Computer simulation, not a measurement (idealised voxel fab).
Proc. module: voxel self aligned contacts
Shown is cross-section cut, with a width of 290 nm and square cells of size 5 nm.
If you're reading a cross-section in this doc, picture square cells in a grid; it comes to you as bands, top ones listed first down to the bottom, and a band can be one or more rows of cells.
Top height, bottom height, nm. Materials left to right, width each, nm. Single material + "all across" = fills band edge to edge. "blank" = empty.
All heights in this document are referenced to 0, defined as the level beneath which the wafer, as received, consists entirely of one material. The lowest band is not bounded below; it extends indefinitely downward and is written in the form "0 and below".
Width: "30 to 40" (first number = top row, second number = bottom row, same change from row to row of cells).
Take "no modifications" at face value: in the step it is given for, the cross-section changed in none of its cells.
Entry "Entrapped voids" = empty spaces >= 8 cells with no open way to the top; each as width x height at distance, distance from left edge, all nm.
Text after the settings on a step's line: the simulator's own remark on that step.
"overlay nm" denotes, for a step that has a mask, the displacement of the mask to the right of its planned place, with negative values corresponding to the left.

## Here's what the planned process steps look like
1. op RECEIVE | material Si
2. op CONFORMAL_DEP | material SiO2 | thk nm 5
3. op DIRECTIONAL_DEP | material polySi | thk nm 30
4. op DIRECTIONAL_DEP | material SiN | thk nm 20
5. op MASKED_ETCH | tone cover | mask id GATE | width nm 25 | pitch nm 60 | etch materials SiN | depth nm 20 | overlay nm 0
6. op MASKED_ETCH | tone cover | mask id GATE | width nm 25 | pitch nm 60 | etch materials polySi | depth nm 30 | overlay nm 0
7. op CONFORMAL_DEP | material SiN | thk nm 10
8. op DIRECTIONAL_ETCH | etch materials SiN | depth nm 10
9. op FILL_DEP | material SiO2 | thk nm 10
10. op CMP | height nm 60
11. op DIRECTIONAL_DEP | material aC | thk nm 15
12. op PATTERN | tone open | mask id CONTACT | material resist | width nm 45 | thk nm 35 | overlay nm 0
13. op DIRECTIONAL_ETCH | etch materials aC | depth nm 15
14. op STRIP | etch materials resist
15. op DIRECTIONAL_ETCH | etch materials SiO2 | depth nm 60
16. op STRIP | etch materials aC
17. op CONFORMAL_DEP | material TiN | thk nm 5
18. op FILL_DEP | material W | thk nm 5
19. op CMP | height nm 60
20. op CONFORMAL_DEP | material SiN | thk nm 5

## The first of two wafers, run as planned

## as received, after step 1
0 and below = Si all across
Entrapped voids: none

## State of the wafer after step 2, shown in cross-section
5 down to 0 = SiO2 all across
Nothing below the height 0 has changed.

## State of the wafer after step 3, shown in cross-section
35 down to 5 = polySi all across
Nothing below the height 5 has changed.

## State of the wafer after step 4, shown in cross-section
55 down to 35 = SiN all across
Nothing below the height 35 has changed.

## State of the wafer after step 5, shown in cross-section
55 down to 35 = 100 nm blank, 25 nm SiN, 35 nm blank, 25 nm SiN, 105 nm blank
Nothing below the height 35 has changed.

## State of the wafer after step 6, shown in cross-section
55 down to 35 = 100 nm blank, 25 nm SiN, 35 nm blank, 25 nm SiN, 105 nm blank
35 down to 5 = 100 nm blank, 25 nm polySi, 35 nm blank, 25 nm polySi, 105 nm blank
Nothing below the height 5 has changed.

## State of the wafer after step 7, shown in cross-section
65 down to 35 = 90 nm blank, 45 nm SiN, 15 nm blank, 45 nm SiN, 95 nm blank
35 down to 15 = 90 nm blank, 10 nm SiN, 25 nm polySi, 10 nm SiN, 15 nm blank, 10 nm SiN, 25 nm polySi, 10 nm SiN, 95 nm blank
15 down to 5 = 100 nm SiN, 25 nm polySi, 35 nm SiN, 25 nm polySi, 105 nm SiN
Nothing below the height 5 has changed.

## State of the wafer after step 8, shown in cross-section
55 down to 35 = 90 nm blank, 45 nm SiN, 15 nm blank, 45 nm SiN, 95 nm blank
35 down to 5 = 90 nm blank, 10 nm SiN, 25 nm polySi, 10 nm SiN, 15 nm blank, 10 nm SiN, 25 nm polySi, 10 nm SiN, 95 nm blank
Nothing below the height 5 has changed.

## State of the wafer after step 9, shown in cross-section
65 down to 55 = SiO2 all across
55 down to 35 = 90 nm SiO2, 45 nm SiN, 15 nm SiO2, 45 nm SiN, 95 nm SiO2
35 down to 5 = 90 nm SiO2, 10 nm SiN, 25 nm polySi, 10 nm SiN, 15 nm SiO2, 10 nm SiN, 25 nm polySi, 10 nm SiN, 95 nm SiO2
Nothing below the height 5 has changed.

## State of the wafer after step 10, shown in cross-section
60 down to 55 = SiO2 all across
Nothing below the height 55 has changed.

## State of the wafer after step 11, shown in cross-section
75 down to 60 = aC all across
Nothing below the height 60 has changed.

## State of the wafer after step 12, shown in cross-section
110 down to 75 = 120 nm resist, 45 nm blank, 125 nm resist
Nothing below the height 75 has changed.

## State of the wafer after step 13, shown in cross-section
95 down to 75 = 120 nm resist, 45 nm blank, 125 nm resist
75 down to 60 = 120 nm aC, 45 nm blank, 125 nm aC
Nothing below the height 60 has changed.

## State of the wafer after step 14, shown in cross-section
75 down to 60 = 120 nm aC, 45 nm blank, 125 nm aC
Nothing below the height 60 has changed.

## State of the wafer after step 15, shown in cross-section
75 down to 60 = 120 nm aC, 45 nm blank, 125 nm aC
60 down to 55 = 120 nm SiO2, 45 nm blank, 125 nm SiO2
55 down to 35 = 90 nm SiO2, 45 nm SiN, 15 nm blank, 45 nm SiN, 95 nm SiO2
35 down to 5 = 90 nm SiO2, 10 nm SiN, 25 nm polySi, 10 nm SiN, 15 nm blank, 10 nm SiN, 25 nm polySi, 10 nm SiN, 95 nm SiO2
5 down to 0 = 135 nm SiO2, 15 nm blank, 140 nm SiO2
Nothing below the height 0 has changed.

## State of the wafer after step 16, shown in cross-section
60 down to 55 = 120 nm SiO2, 45 nm blank, 125 nm SiO2
Nothing below the height 55 has changed.

## State of the wafer after step 17, shown in cross-section
65 down to 60 = 125 nm TiN, 35 nm blank, 130 nm TiN
60 down to 55 = 120 nm SiO2, 20 nm TiN, 5 nm blank, 20 nm TiN, 125 nm SiO2
55 down to 35 = 90 nm SiO2, 45 nm SiN, 5 nm TiN, 5 nm blank, 5 nm TiN, 45 nm SiN, 95 nm SiO2
35 down to 5 = 90 nm SiO2, 10 nm SiN, 25 nm polySi, 10 nm SiN, 5 nm TiN, 5 nm blank, 5 nm TiN, 10 nm SiN, 25 nm polySi, 10 nm SiN, 95 nm SiO2
5 down to 0 = 135 nm SiO2, 15 nm TiN, 140 nm SiO2
Nothing below the height 0 has changed.

## State of the wafer after step 18, shown in cross-section
70 down to 65 = W all across
65 down to 60 = 125 nm TiN, 35 nm W, 130 nm TiN
60 down to 55 = 120 nm SiO2, 20 nm TiN, 5 nm W, 20 nm TiN, 125 nm SiO2
55 down to 35 = 90 nm SiO2, 45 nm SiN, 5 nm TiN, 5 nm W, 5 nm TiN, 45 nm SiN, 95 nm SiO2
35 down to 5 = 90 nm SiO2, 10 nm SiN, 25 nm polySi, 10 nm SiN, 5 nm TiN, 5 nm W, 5 nm TiN, 10 nm SiN, 25 nm polySi, 10 nm SiN, 95 nm SiO2
Nothing below the height 5 has changed.

## State of the wafer after step 19, shown in cross-section
60 down to 55 = 120 nm SiO2, 20 nm TiN, 5 nm W, 20 nm TiN, 125 nm SiO2
Nothing below the height 55 has changed.

## State of the wafer after step 20, shown in cross-section
65 down to 60 = SiN all across
Nothing below the height 60 has changed.

## Wafer two. Identical start, identical plan. One mistake in execution. Identical history through step 3

## Second wafer, cut view, end of step 4 per plan
60 down to 35 = SiN all across
Nothing below the height 35 has changed.

## Second wafer, cut view, end of step 5 per plan
60 down to 40 = 100 nm blank, 25 nm SiN, 35 nm blank, 25 nm SiN, 105 nm blank
Nothing below the height 40 has changed.

Second wafer, cut view, end of step 6 per plan: no modifications

## Second wafer, cut view, end of step 7 per plan
70 down to 50 = 90 nm blank, 45 nm SiN, 15 nm blank, 45 nm SiN, 95 nm blank
50 down to 35 = SiN all across
Nothing below the height 35 has changed.

## Second wafer, cut view, end of step 8 per plan
60 down to 40 = 90 nm blank, 45 nm SiN, 15 nm blank, 45 nm SiN, 95 nm blank
Nothing below the height 40 has changed.

## Second wafer, cut view, end of step 9 per plan
70 down to 60 = SiO2 all across
60 down to 40 = 90 nm SiO2, 45 nm SiN, 15 nm SiO2, 45 nm SiN, 95 nm SiO2
Nothing below the height 40 has changed.

## Second wafer, cut view, end of step 10 per plan
60 down to 40 = 90 nm SiO2, 45 nm SiN, 15 nm SiO2, 45 nm SiN, 95 nm SiO2
Nothing below the height 40 has changed.

## Second wafer, cut view, end of step 11 per plan
75 down to 60 = aC all across
Nothing below the height 60 has changed.

## Second wafer, cut view, end of step 12 per plan
110 down to 75 = 120 nm resist, 45 nm blank, 125 nm resist
Nothing below the height 75 has changed.

## Second wafer, cut view, end of step 13 per plan
95 down to 75 = 120 nm resist, 45 nm blank, 125 nm resist
75 down to 60 = 120 nm aC, 45 nm blank, 125 nm aC
Nothing below the height 60 has changed.

## Second wafer, cut view, end of step 14 per plan
75 down to 60 = 120 nm aC, 45 nm blank, 125 nm aC
Nothing below the height 60 has changed.

## Second wafer, cut view, end of step 15 per plan
75 down to 60 = 120 nm aC, 45 nm blank, 125 nm aC
60 down to 40 = 90 nm SiO2, 45 nm SiN, 15 nm blank, 45 nm SiN, 95 nm SiO2
Nothing below the height 40 has changed.

## Second wafer, cut view, end of step 16 per plan
60 down to 40 = 90 nm SiO2, 45 nm SiN, 15 nm blank, 45 nm SiN, 95 nm SiO2
Nothing below the height 40 has changed.

## Second wafer, cut view, end of step 17 per plan
65 down to 60 = 140 nm TiN, 5 nm blank, 145 nm TiN
60 down to 45 = 90 nm SiO2, 45 nm SiN, 5 nm TiN, 5 nm blank, 5 nm TiN, 45 nm SiN, 95 nm SiO2
45 down to 40 = 90 nm SiO2, 45 nm SiN, 15 nm TiN, 45 nm SiN, 95 nm SiO2
Nothing below the height 40 has changed.

## Second wafer, cut view, end of step 18 per plan
70 down to 65 = W all across
65 down to 60 = 140 nm TiN, 5 nm W, 145 nm TiN
60 down to 45 = 90 nm SiO2, 45 nm SiN, 5 nm TiN, 5 nm W, 5 nm TiN, 45 nm SiN, 95 nm SiO2
Nothing below the height 45 has changed.

## Second wafer, cut view, end of step 19 per plan
60 down to 45 = 90 nm SiO2, 45 nm SiN, 5 nm TiN, 5 nm W, 5 nm TiN, 45 nm SiN, 95 nm SiO2
Nothing below the height 45 has changed.

## Second wafer, cut view, end of step 20 per plan
65 down to 60 = SiN all across
Nothing below the height 60 has changed.
Diagnosis: step 4 deviated from plan and actually ran as op DIRECTIONAL_DEP | material SiN | thk nm 25
Final cells, second wafer relative to first, materials higher or lower: +10 SiN | -268 SiO2 | -22 TiN | -8 W | +288 polySi
